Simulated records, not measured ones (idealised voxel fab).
Process module name: voxel trench capacitor
Cross-section cut spans 225 nm and uses square cells 5 nm in size.
The cross-sections in this document take the form of a grid made of square cells. They are written out as bands, in order from top to bottom. Each band consists of one or more rows of cells. This entry defines a band. It first specifies the height of the band's top and the height of its bottom in nm, and then specifies the band's materials from left to right, stating each material with its width in nm. The word "throughout" identifies a single material that fills the band from edge to edge, while the word "empty" identifies empty space. Counting heights begins at 0, where everything beneath is, in the wafer as received, one material. The lowest band has no bottom; it goes on downwards, as "z 0 and below" shows. The two numbers in a width such as "30->40" mark its ends across the band: the first belongs to the top row of cells, the second to the bottom row, and from each row to the next the width moves by the same amount. "no change" for a step: no cell of the cross-section changed in that step. "Closed void listing": empty spaces of 8 cells or more with no open way to the top, each given as width x height at distance, distance from the left edge, all in nm. On a step's line, text after the settings is the simulator commenting on that step. On any step carrying a mask, the "overlay nm" setting, if present on the step's line, tells how far right of its planned place the mask lay; negative values point to the left.

Planned step list for the process:
- 1: RECEIVE,material Si
- 2: CONFORMAL_DEP,material SiN,thk nm 5
- 3: MASKED_ETCH,tone open,mask id TRENCH,width nm 25,pitch nm 50,etch materials SiN,depth nm 5,overlay nm 0
- 4: MASKED_ETCH,tone open,mask id TRENCH,width nm 25,pitch nm 50,etch materials Si,depth nm 40,overlay nm 0
- 5: CONFORMAL_DEP,material HfO2,thk nm 5
- 6: CONFORMAL_DEP,material TiN,thk nm 5
- 7: FILL_DEP,material W,thk nm 5
- 8: CMP,height nm 5

As received (post step 1): cross-section:
* z 0 and below: Si throughout
* Closed void listing: none

Post-module cross-section of the first of two wafers (run per plan):
* z 5 to 0: SiN 25 nm  HfO2 5 nm  TiN 5 nm  W 5 nm  TiN 5 nm  HfO2 5 nm  SiN 25 nm  HfO2 5 nm  TiN 5 nm  W 5 nm  TiN 5 nm  HfO2 5 nm  SiN 25 nm  HfO2 5 nm  TiN 5 nm  W 5 nm  TiN 5 nm  HfO2 5 nm  SiN 25 nm  HfO2 5 nm  TiN 5 nm  W 5 nm  TiN 5 nm  HfO2 5 nm  SiN 25 nm
* z 0 to -30: Si 25 nm  HfO2 5 nm  TiN 5 nm  W 5 nm  TiN 5 nm  HfO2 5 nm  Si 25 nm  HfO2 5 nm  TiN 5 nm  W 5 nm  TiN 5 nm  HfO2 5 nm  Si 25 nm  HfO2 5 nm  TiN 5 nm  W 5 nm  TiN 5 nm  HfO2 5 nm  Si 25 nm  HfO2 5 nm  TiN 5 nm  W 5 nm  TiN 5 nm  HfO2 5 nm  Si 25 nm
* z -30 to -35: Si 25 nm  HfO2 5 nm  TiN 15 nm  HfO2 5 nm  Si 25 nm  HfO2 5 nm  TiN 15 nm  HfO2 5 nm  Si 25 nm  HfO2 5 nm  TiN 15 nm  HfO2 5 nm  Si 25 nm  HfO2 5 nm  TiN 15 nm  HfO2 5 nm  Si 25 nm
* z -35 to -40: Si 25 nm  HfO2 25 nm  Si 25 nm  HfO2 25 nm  Si 25 nm  HfO2 25 nm  Si 25 nm  HfO2 25 nm  Si 25 nm
* z -40 and below: Si throughout
* Closed void listing: none

Cross-section at end of module for the second wafer of two, which matched the first in starting point and plan and differed by one mistake in its processing:
* z 5 to 0: SiN 25 nm  TiN 5 nm  HfO2 5 nm  W 5 nm  HfO2 5 nm  TiN 5 nm  SiN 25 nm  TiN 5 nm  HfO2 5 nm  W 5 nm  HfO2 5 nm  TiN 5 nm  SiN 25 nm  TiN 5 nm  HfO2 5 nm  W 5 nm  HfO2 5 nm  TiN 5 nm  SiN 25 nm  TiN 5 nm  HfO2 5 nm  W 5 nm  HfO2 5 nm  TiN 5 nm  SiN 25 nm
* z 0 to -30: Si 25 nm  TiN 5 nm  HfO2 5 nm  W 5 nm  HfO2 5 nm  TiN 5 nm  Si 25 nm  TiN 5 nm  HfO2 5 nm  W 5 nm  HfO2 5 nm  TiN 5 nm  Si 25 nm  TiN 5 nm  HfO2 5 nm  W 5 nm  HfO2 5 nm  TiN 5 nm  Si 25 nm  TiN 5 nm  HfO2 5 nm  W 5 nm  HfO2 5 nm  TiN 5 nm  Si 25 nm
* z -30 to -35: Si 25 nm  TiN 5 nm  HfO2 15 nm  TiN 5 nm  Si 25 nm  TiN 5 nm  HfO2 15 nm  TiN 5 nm  Si 25 nm  TiN 5 nm  HfO2 15 nm  TiN 5 nm  Si 25 nm  TiN 5 nm  HfO2 15 nm  TiN 5 nm  Si 25 nm
* z -35 to -40: Si 25 nm  TiN 25 nm  Si 25 nm  TiN 25 nm  Si 25 nm  TiN 25 nm  Si 25 nm  TiN 25 nm  Si 25 nm
* z -40 and below: Si throughout
* Closed void listing: none
What went wrong in running the wafer? steps 5 and 6 of the plan were run in the wrong order, each in the other's place
Wafer comparison, final, in cells, second relative to first, materials more or fewer: -16 HfO2 | +16 TiN
